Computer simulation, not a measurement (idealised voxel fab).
Process module heading - voxel double patterning
For reference, the cross-section in this document is cut, with width 190 nm and square cells of 5 nm.
In this document a cross-section is written as a grid of square cells. It is given as a series of bands, listed from the top down, and a band is one or more rows of cells. What a band's entry tells you: where the top is and where the bottom is, as heights in nm, and after that what lies inside, material by material from left to right, each with its width in nm. Empty space is written as the word "blank", and a single material marked with the word "throughout" occupies the band from edge to edge. Height 0 is the level under which the wafer as received is all one material. The lowest band goes on downwards, as in "0..down". The notation "30->40" denotes a width that varies across the rows of cells in the band, beginning at the first number in the top row, finishing at the second number in the bottom row, and changing by an identical amount from each row to the next. It should be understood that the words "nothing altered", when stated for a given step, signify that the cross-section underwent no change in any of its cells during that step. Basically, "Internal closed voids" tells you about the enclosed voids: empty spaces with no open way to the top, 8 cells or bigger, each written width x height at distance, where distance is from the left edge, all in nm. Formally, on a step line, whatever follows the settings is a remark that the simulator itself makes on the step. Each step line may optionally specify "overlay nm", which for a step with a mask gives the rightward distance between the mask's planned place and where it lay, a negative value indicating the leftward direction.

## The steps planned for the process are as follows
1 RECEIVE with material Si
2 CONFORMAL_DEP with material SiO2, thk nm 5
3 DIRECTIONAL_DEP with material TiN, thk nm 10
4 DIRECTIONAL_DEP with material SiN, thk nm 10
5 DIRECTIONAL_DEP with material aC, thk nm 15
6 PATTERN with tone open, mask id FIRST, material resist, width nm 15, pitch nm 50, thk nm 30, overlay nm 0
7 DIRECTIONAL_ETCH with etch materials aC, depth nm 15
8 STRIP with etch materials resist
9 DIRECTIONAL_ETCH with etch materials SiN, depth nm 10
10 STRIP with etch materials aC
11 DIRECTIONAL_DEP with material aC, thk nm 15
12 PATTERN with tone open, mask id SECOND, material resist, width nm 15, thk nm 30, overlay nm 0
13 DIRECTIONAL_ETCH with etch materials aC, depth nm 15
14 STRIP with etch materials resist
15 DIRECTIONAL_ETCH with etch materials SiN, depth nm 10
16 STRIP with etch materials aC
17 DIRECTIONAL_ETCH with etch materials TiN, depth nm 10
18 STRIP with etch materials SiN

## First of two wafers: run as planned

## The cross-section here shows the wafer as received, i.e. in its state after step 1
* 0..down = Si throughout
* Internal closed voids: none

## The wafer, seen in cross-section, after step 2
* 5..0 = SiO2 throughout
* Beneath the level 0, the cross-section is identical to its previous state.

## The wafer, seen in cross-section, after step 3
* 15..5 = TiN throughout
* Beneath the level 5, the cross-section is identical to its previous state.

## The wafer, seen in cross-section, after step 4
* 25..15 = SiN throughout
* Beneath the level 15, the cross-section is identical to its previous state.

## The wafer, seen in cross-section, after step 5
* 40..25 = aC throughout
* Beneath the level 25, the cross-section is identical to its previous state.

## The wafer, seen in cross-section, after step 6
* 70..40 = resist (60), then blank (15), then resist (35), then blank (15), then resist (65)
* Beneath the level 40, the cross-section is identical to its previous state.

## The wafer, seen in cross-section, after step 7
* 55..40 = resist (60), then blank (15), then resist (35), then blank (15), then resist (65)
* 40..25 = aC (60), then blank (15), then aC (35), then blank (15), then aC (65)
* Beneath the level 25, the cross-section is identical to its previous state.

## The wafer, seen in cross-section, after step 8
* 40..25 = aC (60), then blank (15), then aC (35), then blank (15), then aC (65)
* Beneath the level 25, the cross-section is identical to its previous state.

## The wafer, seen in cross-section, after step 9
* 40..25 = aC (60), then blank (15), then aC (35), then blank (15), then aC (65)
* 25..15 = SiN (60), then blank (15), then SiN (35), then blank (15), then SiN (65)
* Beneath the level 15, the cross-section is identical to its previous state.

## The wafer, seen in cross-section, after step 10
* 25..15 = SiN (60), then blank (15), then SiN (35), then blank (15), then SiN (65)
* Beneath the level 15, the cross-section is identical to its previous state.

## The wafer, seen in cross-section, after step 11
* 40..30 = aC (60), then blank (15), then aC (35), then blank (15), then aC (65)
* 30..25 = aC throughout
* 25..15 = SiN (60), then aC (15), then SiN (35), then aC (15), then SiN (65)
* Beneath the level 15, the cross-section is identical to its previous state.

## The wafer, seen in cross-section, after step 12
* 70..40 = resist (85), then blank (15), then resist (90)
* 40..30 = aC (60), then resist (15), then aC (35), then resist (15), then aC (65)
* Beneath the level 30, the cross-section is identical to its previous state.

## The wafer, seen in cross-section, after step 13
* 55..40 = resist (85), then blank (15), then resist (90)
* 40..30 = aC (60), then resist (15), then aC (10), then blank (15), then aC (10), then resist (15), then aC (65)
* 30..25 = aC (85), then blank (15), then aC (90)
* Beneath the level 25, the cross-section is identical to its previous state.

## The wafer, seen in cross-section, after step 14
* 40..30 = aC (60), then blank (15), then aC (10), then blank (15), then aC (10), then blank (15), then aC (65)
* Beneath the level 30, the cross-section is identical to its previous state.

## The wafer, seen in cross-section, after step 15
* 40..30 = aC (60), then blank (15), then aC (10), then blank (15), then aC (10), then blank (15), then aC (65)
* 30..25 = aC (85), then blank (15), then aC (90)
* 25..15 = SiN (60), then aC (15), then SiN (10), then blank (15), then SiN (10), then aC (15), then SiN (65)
* Beneath the level 15, the cross-section is identical to its previous state.

## The wafer, seen in cross-section, after step 16
* 25..15 = SiN (60), then blank (15), then SiN (10), then blank (15), then SiN (10), then blank (15), then SiN (65)
* Beneath the level 15, the cross-section is identical to its previous state.

## The wafer, seen in cross-section, after step 17
* 25..15 = SiN (60), then blank (15), then SiN (10), then blank (15), then SiN (10), then blank (15), then SiN (65)
* 15..5 = TiN (60), then blank (15), then TiN (10), then blank (15), then TiN (10), then blank (15), then TiN (65)
* Beneath the level 5, the cross-section is identical to its previous state.

## The wafer, seen in cross-section, after step 18
* 15..5 = TiN (60), then blank (15), then TiN (10), then blank (15), then TiN (10), then blank (15), then TiN (65)
* Beneath the level 5, the cross-section is identical to its previous state.

## It is to be noted that the second wafer proceeded from the same initial state and according to the same plan as the first, although one mistake was committed in its execution; through step 2, inclusive, the two wafers share an identical history

## Cross-sectional view of the second wafer at the intended end time of process step 3
* 10..5 = TiN throughout
* Beneath the level 5, the cross-section is identical to its previous state.

## Cross-sectional view of the second wafer at the intended end time of process step 4
* 20..10 = SiN throughout
* Beneath the level 10, the cross-section is identical to its previous state.

## Cross-sectional view of the second wafer at the intended end time of process step 5
* 35..20 = aC throughout
* Beneath the level 20, the cross-section is identical to its previous state.

## Cross-sectional view of the second wafer at the intended end time of process step 6
* 65..35 = resist (60), then blank (15), then resist (35), then blank (15), then resist (65)
* Beneath the level 35, the cross-section is identical to its previous state.

## Cross-sectional view of the second wafer at the intended end time of process step 7
* 50..35 = resist (60), then blank (15), then resist (35), then blank (15), then resist (65)
* 35..20 = aC (60), then blank (15), then aC (35), then blank (15), then aC (65)
* Beneath the level 20, the cross-section is identical to its previous state.

## Cross-sectional view of the second wafer at the intended end time of process step 8
* 35..20 = aC (60), then blank (15), then aC (35), then blank (15), then aC (65)
* Beneath the level 20, the cross-section is identical to its previous state.

## Cross-sectional view of the second wafer at the intended end time of process step 9
* 35..20 = aC (60), then blank (15), then aC (35), then blank (15), then aC (65)
* 20..10 = SiN (60), then blank (15), then SiN (35), then blank (15), then SiN (65)
* Beneath the level 10, the cross-section is identical to its previous state.

## Cross-sectional view of the second wafer at the intended end time of process step 10
* 20..10 = SiN (60), then blank (15), then SiN (35), then blank (15), then SiN (65)
* Beneath the level 10, the cross-section is identical to its previous state.

## Cross-sectional view of the second wafer at the intended end time of process step 11
* 35..25 = aC (60), then blank (15), then aC (35), then blank (15), then aC (65)
* 25..20 = aC throughout
* 20..10 = SiN (60), then aC (15), then SiN (35), then aC (15), then SiN (65)
* Beneath the level 10, the cross-section is identical to its previous state.

## Cross-sectional view of the second wafer at the intended end time of process step 12
* 65..35 = resist (85), then blank (15), then resist (90)
* 35..25 = aC (60), then resist (15), then aC (35), then resist (15), then aC (65)
* Beneath the level 25, the cross-section is identical to its previous state.

## Cross-sectional view of the second wafer at the intended end time of process step 13
* 50..35 = resist (85), then blank (15), then resist (90)
* 35..25 = aC (60), then resist (15), then aC (10), then blank (15), then aC (10), then resist (15), then aC (65)
* 25..20 = aC (85), then blank (15), then aC (90)
* Beneath the level 20, the cross-section is identical to its previous state.

## Cross-sectional view of the second wafer at the intended end time of process step 14
* 35..25 = aC (60), then blank (15), then aC (10), then blank (15), then aC (10), then blank (15), then aC (65)
* Beneath the level 25, the cross-section is identical to its previous state.

## Cross-sectional view of the second wafer at the intended end time of process step 15
* 35..25 = aC (60), then blank (15), then aC (10), then blank (15), then aC (10), then blank (15), then aC (65)
* 25..20 = aC (85), then blank (15), then aC (90)
* 20..10 = SiN (60), then aC (15), then SiN (10), then blank (15), then SiN (10), then aC (15), then SiN (65)
* Beneath the level 10, the cross-section is identical to its previous state.

## Cross-sectional view of the second wafer at the intended end time of process step 16
* 20..10 = SiN (60), then blank (15), then SiN (10), then blank (15), then SiN (10), then blank (15), then SiN (65)
* Beneath the level 10, the cross-section is identical to its previous state.

## Cross-sectional view of the second wafer at the intended end time of process step 17
* 20..10 = SiN (60), then blank (15), then SiN (10), then blank (15), then SiN (10), then blank (15), then SiN (65)
* 10..5 = TiN (60), then blank (15), then TiN (10), then blank (15), then TiN (10), then blank (15), then TiN (65)
* Beneath the level 5, the cross-section is identical to its previous state.

## Cross-sectional view of the second wafer at the intended end time of process step 18
* 10..5 = TiN (60), then blank (15), then TiN (10), then blank (15), then TiN (10), then blank (15), then TiN (65)
* Beneath the level 5, the cross-section is identical to its previous state.
Misprocessing identified: in deviation from the planned setting, step 3 was conducted as DIRECTIONAL_DEP with material TiN, thk nm 5
The closing comparison, in cells, has the second wafer with more or fewer of some materials than the first: 29 fewer of TiN
